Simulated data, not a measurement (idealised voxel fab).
process module | voxel capacitor over wiring
cross-section cut | 200 nm wide | cells 5 nm
A cross-section is a grid of square cells, given in bands from the top down. A band is one or more rows of cells.
Each band's line starts with the height of the band's top and of its bottom, in nm. Then come its materials from left to right, each with its width in nm. One material with "throughout" fills the band from edge to edge. "air" is empty space.
Height 0 is the level under which the wafer as received is all one material. The lowest band goes on downwards, as in "0 down".
A width such as "30 to 40" changes by the same amount from each row of cells to the next, from the band's top row to its bottom row.
"no change" after a step means that no cell of the cross-section changed.
closed voids: empty space of 8 cells or more with no open way to the top, each as width x height at its distance from the left edge, in nm
after a step's settings: what the simulator itself notes on the step
overlay nm, on a step with a mask: how far to the right of its planned place the mask lay; to the left if negative
plan
1 op RECEIVE | material Si
2 op CONFORMAL_DEP | material SiO2 | thk nm 15
3 op DIRECTIONAL_DEP | material TiN | thk nm 5
4 op DIRECTIONAL_DEP | material Ru | thk nm 15
5 op PATTERN | tone cover | mask id METAL_1 | material resist | width nm 25 | pitch nm 85 | thk nm 15 | overlay nm 0
6 op DIRECTIONAL_ETCH | etch materials Ru | depth nm 15
7 op DIRECTIONAL_ETCH | etch materials TiN | depth nm 5
8 op STRIP | etch materials resist
9 op FILL_DEP | material lowk | thk nm 5
10 op CMP | height nm 35
11 op CONFORMAL_DEP | material SiCN | thk nm 5
12 op DIRECTIONAL_DEP | material SiO2 | thk nm 10
13 op MASKED_ETCH | tone open | mask id PLUG_1 | width nm 15 | etch materials SiO2 | depth nm 10 | overlay nm 0
14 op MASKED_ETCH | tone open | mask id PLUG_1 | width nm 15 | etch materials SiCN | depth nm 5 | overlay nm 0
15 op CONFORMAL_DEP | material TiN | thk nm 5
16 op FILL_DEP | material W | thk nm 5
17 op CMP | height nm 50
18 op DIRECTIONAL_DEP | material TiN | thk nm 10
19 op DIRECTIONAL_DEP | material HfO2 | thk nm 5
20 op DIRECTIONAL_DEP | material TiN | thk nm 5
21 op DIRECTIONAL_DEP | material aC | thk nm 5
22 op PATTERN | tone cover | mask id UPPER_PLATE | material resist | width nm 65 | thk nm 30 | overlay nm 0
23 op DIRECTIONAL_ETCH | etch materials aC | depth nm 10
24 op STRIP | etch materials resist
25 op DIRECTIONAL_ETCH | etch materials TiN | depth nm 5
26 op DIRECTIONAL_ETCH | etch materials HfO2 | depth nm 5
27 op STRIP | etch materials aC
28 op MASKED_ETCH | tone cover | mask id LOWER_PLATE | width nm 75 | etch materials TiN | depth nm 10 | overlay nm 0
29 op FILL_DEP | material SiO2 | thk nm 20
30 op CMP | height nm 85
31 op MASKED_ETCH | tone open | mask id PLUG_2 | width nm 15 | etch materials SiO2 | depth nm 15 | overlay nm 0
32 op CONFORMAL_DEP | material TiN | thk nm 5
33 op FILL_DEP | material Cu | thk nm 5
34 op CMP | height nm 85
35 op CONFORMAL_DEP | material SiN | thk nm 5
varied across the wafers: thk nm of step 21. The plan shows the first wafer's value. All wafers start alike
first wafer as received, after step 1
  0 down: Si throughout
  closed voids: none
each wafer at the end: cells of each material gained (+) or lost (-) since it was received, then its closed voids
thk nm 5 | +2 Cu | +13 HfO2 | +30 Ru | +37 SiCN | +40 SiN | +409 SiO2 | +67 TiN | +2 W | +120 lowk | closed voids: none
thk nm 10 | +2 Cu | +13 HfO2 | +30 Ru | +37 SiCN | +40 SiN | +409 SiO2 | +67 TiN | +2 W | +120 lowk | closed voids: none
thk nm 15 | +2 Cu | +40 HfO2 | +30 Ru | +37 SiCN | +40 SiN | +330 SiO2 | +119 TiN | +2 W | +120 lowk | closed voids: none
thk nm 20 | +2 Cu | +40 HfO2 | +30 Ru | +37 SiCN | +40 SiN | +330 SiO2 | +119 TiN | +2 W | +120 lowk | closed voids: none
thk nm 25 | +2 Cu | +40 HfO2 | +30 Ru | +37 SiCN | +40 SiN | +330 SiO2 | +119 TiN | +2 W | +120 lowk | closed voids: none
